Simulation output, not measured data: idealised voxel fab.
Proc. module: voxel capacitor over wiring
Square cells of 5 nm make up the cross-section cut, whose width is 295 nm.
Format of a cross-section: grid, square cells. Given as bands. Order: top down. Band: one or more rows of cells. Band entry format. Leading values: height of top, height of bottom, nm. Remainder: materials in left-to-right order, each with its width in nm. Special words: "everywhere" on a single material, which then fills the band edge to edge; "air", empty space. Where do heights start? At 0: under that level the wafer as delivered is made of one material only. And the lowest band has no floor; it just carries on downward, as in "from 0 down". You'd read "30 to 40" like this: the band's top row of cells is as wide as the first number, its bottom row is as wide as the second, and going down, every row changes width by the same amount as the row before did. Where a step carries "no alteration", the cross-section came out of it unchanged, cell for cell. Basically, "Non-vented voids" tells you about the enclosed voids: empty spaces with no open way to the top, 8 cells or bigger, each written width x height at distance, where distance is from the left edge, all in nm. Formally, on a step line, whatever follows the settings is a remark that the simulator itself makes on the step. overlay nm, on a step with a mask: how far to the right of its planned place the mask lay; to the left if negative.
List of planned process steps
1: RECEIVE | material Si
2: CONFORMAL_DEP | material SiO2 | thk nm 15
3: CONFORMAL_DEP | material SiCN | thk nm 5
4: DIRECTIONAL_DEP | material SiO2 | thk nm 20
5: MASKED_ETCH | tone open | mask id METAL_1 | width nm 20 | pitch nm 85 | etch materials SiO2 | depth nm 20 | overlay nm 0
6: MASKED_ETCH | tone open | mask id METAL_1 | width nm 20 | pitch nm 85 | etch materials SiCN | depth nm 5 | overlay nm 0
7: CONFORMAL_DEP | material TiN | thk nm 5
8: FILL_DEP | material Cu | thk nm 10
9: CMP | height nm 40
10: CONFORMAL_DEP | material SiCN | thk nm 5
11: DIRECTIONAL_DEP | material SiO2 | thk nm 10
12: DIRECTIONAL_DEP | material aC | thk nm 15
13: PATTERN | tone open | mask id PLUG_1 | material resist | width nm 15 | thk nm 35 | overlay nm 0
14: DIRECTIONAL_ETCH | etch materials aC | depth nm 15
15: STRIP | etch materials resist
16: DIRECTIONAL_ETCH | etch materials SiO2 | depth nm 10
17: DIRECTIONAL_ETCH | etch materials SiCN | depth nm 5
18: STRIP | etch materials aC
19: EPI | material Ru | thk nm 10
20: EPI | material Ru | thk nm 5
21: DIRECTIONAL_DEP | material TiN | thk nm 10
22: DIRECTIONAL_DEP | material SiN | thk nm 5
23: DIRECTIONAL_DEP | material TiN | thk nm 5
24: DIRECTIONAL_DEP | material aC | thk nm 15
25: PATTERN | tone cover | mask id UPPER_PLATE | material resist | width nm 70 | thk nm 30 | overlay nm 0
26: DIRECTIONAL_ETCH | etch materials aC | depth nm 15
27: STRIP | etch materials resist
28: DIRECTIONAL_ETCH | etch materials TiN | depth nm 5
29: DIRECTIONAL_ETCH | etch materials SiN | depth nm 5
30: STRIP | etch materials aC
31: DIRECTIONAL_DEP | material aC | thk nm 15
32: PATTERN | tone cover | mask id LOWER_PLATE | material resist | width nm 80 | thk nm 30 | overlay nm 0
33: DIRECTIONAL_ETCH | etch materials aC | depth nm 15
34: STRIP | etch materials resist
35: DIRECTIONAL_ETCH | etch materials TiN | depth nm 10
36: STRIP | etch materials aC
37: FILL_DEP | material SiO2 | thk nm 15
38: CMP | height nm 85
39: DIRECTIONAL_DEP | material aC | thk nm 10
40: PATTERN | tone open | mask id PLUG_2 | material resist | width nm 15 | thk nm 25 | overlay nm 0
41: DIRECTIONAL_ETCH | etch materials aC | depth nm 10
42: STRIP | etch materials resist
43: DIRECTIONAL_ETCH | etch materials SiO2 | depth nm 10
44: STRIP | etch materials aC
45: CONFORMAL_DEP | material TiN | thk nm 5
46: FILL_DEP | material Cu | thk nm 5
47: CMP | height nm 85
48: CONFORMAL_DEP | material SiN | thk nm 5
Incoming wafer, cross-sectional view, post step 1
from 0 down | Si everywhere
Non-vented voids: none
Cross-section, end of module. Start: as above. Plan: as above. Execution: one mistake
from 90 to 85 | SiN everywhere
from 85 to 80 | 110 nm SiO2, then 5 nm TiN, then 5 nm Cu, then 5 nm TiN, then 170 nm SiO2
from 80 to 70 | 110 to 100 nm SiO2, then 15 to 70 nm TiN, then 170 to 125 nm SiO2
from 70 to 65 | 100 nm SiO2, then 70 nm SiN, then 125 nm SiO2
from 65 to 55 | 95 nm SiO2, then 80 nm TiN, then 120 nm SiO2
from 55 to 45 | 100 nm SiO2, then 15 nm Ru, then 180 nm SiO2
from 45 to 40 | 100 nm SiCN, then 15 nm Ru, then 180 nm SiCN
from 40 to 25 | 95 nm SiO2, then 5 nm TiN, then 15 nm Cu, then 5 nm TiN, then 60 nm SiO2, then 5 nm TiN, then 15 nm Cu, then 5 nm TiN, then 90 nm SiO2
from 25 to 20 | 95 nm SiO2, then 5 nm TiN, then 10 nm Cu, then 10 nm TiN, then 60 nm SiO2, then 5 nm TiN, then 10 nm Cu, then 10 nm TiN, then 90 nm SiO2
from 20 to 15 | 95 nm SiCN, then 20 nm TiN, then 65 nm SiCN, then 20 nm TiN, then 95 nm SiCN
from 15 to 0 | SiO2 everywhere
from 0 down | Si everywhere
Non-vented voids: none
Heads up, the wafer didn't run the way we planned it: step 5 was not run as planned; what actually ran was MASKED_ETCH | tone open | mask id METAL_1 | width nm 25 | pitch nm 85 | etch materials SiO2 | depth nm 20 | overlay nm 0
